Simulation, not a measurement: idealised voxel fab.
Process module, titled voxel released beams
The figure presents cross-section cut, which has a width of 300 nm and is divided into square cells with an edge length of 5 nm.
A cross-section is a grid of square cells, given in bands from the top down. A band is one or more rows of cells.
Top height, bottom height, nm. Materials left to right, width each, nm. Single material + "all across" = fills band edge to edge. "air" = empty.
All heights in this document are referenced to 0, defined as the level beneath which the wafer, as received, consists entirely of one material. The lowest band is not bounded below; it extends indefinitely downward and is written in the form "0 and below".
When a width is written as two numbers, as in "30 to 40", the first number is the width in the top row of cells of the band and the second is the width in its bottom row, and the width changes by the same amount from each row to the next.
What does "no change occurred" mean for a step? It means no cell of the cross-section changed in that step.
"Enclosed cavities" means: voids of 8 cells or more that are shut off from the top with no open way through. Written width x height at distance, distance from the left edge, in nm.
after a step's settings: what the simulator itself notes on the step
overlay nm: on a step with a mask, how far right of its planned place the mask lay; negative means left.
**Process steps - plan**
1,RECEIVE [material Si]
2,CONFORMAL_DEP [material SiN] [thk nm 10]
3,DIRECTIONAL_DEP [material SiO2] [thk nm 20]
4,MASKED_ETCH [tone open] [mask id ANCHOR] [width nm 40] [etch materials SiO2] [depth nm 20] [overlay nm 0]
5,CONFORMAL_DEP [material W] [thk nm 15]
6,DIRECTIONAL_DEP [material aC] [thk nm 15]
7,PATTERN [tone cover] [mask id BEAM] [material resist] [width nm 100] [thk nm 30] [overlay nm 0]
8,DIRECTIONAL_ETCH [etch materials aC] [depth nm 15]
9,STRIP [etch materials resist]
10,DIRECTIONAL_ETCH [etch materials W] [depth nm 15]
11,STRIP [etch materials aC]
12,STRIP [etch materials SiO2]
**This is the cross-section of the wafer as we received it, i.e. after step 1**
  0 and below | Si all across
  Enclosed cavities: none
**Cross-section: first of two wafers, module finished, run according to plan**
  45 down to 30 | 95 of air  20 of W  10 of air  70 of W  105 of air
  30 down to 25 | 100 of air  15 of W  10 of air  15 of W  160 of air
  25 down to 10 | 100 of air  40 of W  160 of air
  10 down to 0 | SiN all across
  0 and below | Si all across
  Enclosed cavities: none
**End-of-module cross-section of the second wafer: identical starting point and process plan to the first, with one processing mistake**
  45 down to 30 | 95 of air  60 of W  145 of air
  30 down to 25 | 85 of air  15 of W  40 of SiO2  15 of W  145 of air
  25 down to 10 | 85 of air  15 of W  40 of SiO2  55 of W  105 of air
  10 down to 0 | SiN all across
  0 and below | Si all across
  Enclosed cavities: none
what went wrong: rather than as planned, step 4 actually ran as MASKED_ETCH [tone cover] [mask id ANCHOR] [width nm 40] [etch materials SiO2] [depth nm 20] [overlay nm 0]
The closing comparison, in cells, has the second wafer with more or fewer of some materials than the first: 32 more of SiO2
